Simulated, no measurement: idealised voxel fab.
Process module under the name voxel capacitor over wiring
Cross-sectional view cut (width: 140 nm; square cell size: 5 nm).
A cross-section is a grid of square cells, given in bands from the top down. A band is one or more rows of cells. First you get the band's top height and its bottom height, in nm, and then the materials it's made of, left to right, with each width in nm. If you see a single material with "edge to edge", that one covers the band edge to edge. "blank" is empty space. Note: height 0 marks the level under which the wafer is uniformly one material as received. Lowest band unbounded below, written "z 0 and below". Per-row width for "30..40": begins at first number (top row of band), ends at second number (bottom row), increment between rows held constant. Step note "all unchanged" = no cross-section cell changed. The entry "Completely enclosed voids" lists the empty spaces that cover at least 8 cells and have no open path to the top. Each is written as width x height at distance, where the distance is measured from the left edge and all three values are in nm. Anything after a step's settings on that line? It's the simulator's own note about the step. When a step includes a mask, the "overlay nm" setting on its line states how far to the right of its planned place that mask lay, and negative values state how far to the left.
### Steps planned for the process
1 RECEIVE | material Si
2 CONFORMAL_DEP | material SiO2 | thk nm 10
3 CONFORMAL_DEP | material SiN | thk nm 5
4 DIRECTIONAL_DEP | material lowk | thk nm 20
5 MASKED_ETCH | tone open | mask id METAL_1 | width nm 20 | pitch nm 85 | etch materials lowk | depth nm 20 | overlay nm 0
6 MASKED_ETCH | tone open | mask id METAL_1 | width nm 20 | pitch nm 85 | etch materials SiN | depth nm 5 | overlay nm 0
7 CONFORMAL_DEP | material TiN | thk nm 5
8 FILL_DEP | material Ru | thk nm 10
9 CMP | height nm 35
10 CONFORMAL_DEP | material SiCN | thk nm 5
11 DIRECTIONAL_DEP | material SiO2 | thk nm 10
12 MASKED_ETCH | tone open | mask id PLUG_1 | width nm 15 | etch materials SiO2 | depth nm 10 | overlay nm 0
13 MASKED_ETCH | tone open | mask id PLUG_1 | width nm 15 | etch materials SiCN | depth nm 5 | overlay nm 0
14 EPI | material Ru | thk nm 10
15 EPI | material Ru | thk nm 5
16 DIRECTIONAL_DEP | material TiN | thk nm 5
17 DIRECTIONAL_DEP | material SiN | thk nm 5
18 DIRECTIONAL_DEP | material TiN | thk nm 10
19 DIRECTIONAL_DEP | material aC | thk nm 10
20 PATTERN | tone cover | mask id UPPER_PLATE | material resist | width nm 70 | thk nm 30 | overlay nm 0
21 DIRECTIONAL_ETCH | etch materials aC | depth nm 10
22 STRIP | etch materials resist
23 DIRECTIONAL_ETCH | etch materials TiN | depth nm 10
24 DIRECTIONAL_ETCH | etch materials SiN | depth nm 5
25 STRIP | etch materials aC
26 DIRECTIONAL_DEP | material aC | thk nm 15
27 PATTERN | tone cover | mask id LOWER_PLATE | material resist | width nm 80 | thk nm 35 | overlay nm 0
28 DIRECTIONAL_ETCH | etch materials aC | depth nm 15
29 STRIP | etch materials resist
30 DIRECTIONAL_ETCH | etch materials TiN | depth nm 5
31 STRIP | etch materials aC
32 FILL_DEP | material SiO2 | thk nm 15
33 CMP | height nm 80
34 PATTERN | tone open | mask id PLUG_2 | material resist | width nm 15 | thk nm 15 | overlay nm 0
35 DIRECTIONAL_ETCH | etch materials SiO2 | depth nm 10
36 STRIP | etch materials resist
37 CONFORMAL_DEP | material TiN | thk nm 5
38 FILL_DEP | material Cu | thk nm 10
39 CMP | height nm 80
40 CONFORMAL_DEP | material SiN | thk nm 5
### Cross-section, incoming material, after step 1
- z 0 and below | Si edge to edge
- Completely enclosed voids: none
### End-of-module cross-section. Starting structure and process plan as above; one mistake made in running it
- z 85 to 80 | SiN edge to edge
- z 80 to 75 | SiO2 30, then TiN 5, then Cu 5, then TiN 5, then SiO2 95
- z 75 to 70 | SiO2 30, then TiN 15, then SiO2 95
- z 70 to 60 | SiO2 20, then TiN 15, then SiO2 105
- z 60 to 55 | SiO2 20, then SiN 15, then TiN 55, then SiO2 50
- z 55 to 50 | SiO2 20, then TiN 70, then SiO2 50
- z 50 to 45 | SiO2 35, then SiN 55, then SiO2 50
- z 45 to 40 | SiO2 15, then TiN 5, then SiO2 15, then TiN 60, then SiO2 45
- z 40 to 35 | SiCN edge to edge
- z 35 to 15 | lowk 15, then TiN 5, then Ru 10, then TiN 5, then lowk 65, then TiN 5, then Ru 10, then TiN 5, then lowk 20
- z 15 to 10 | SiN 15, then TiN 20, then SiN 65, then TiN 20, then SiN 20
- z 10 to 0 | SiO2 edge to edge
- z 0 and below | Si edge to edge
- Completely enclosed voids: none
What was done differently from what was planned? the process deviated at step 12: the operation and settings actually run there were MASKED_ETCH | tone cover | mask id PLUG_1 | width nm 15 | etch materials SiO2 | depth nm 10 | overlay nm 0
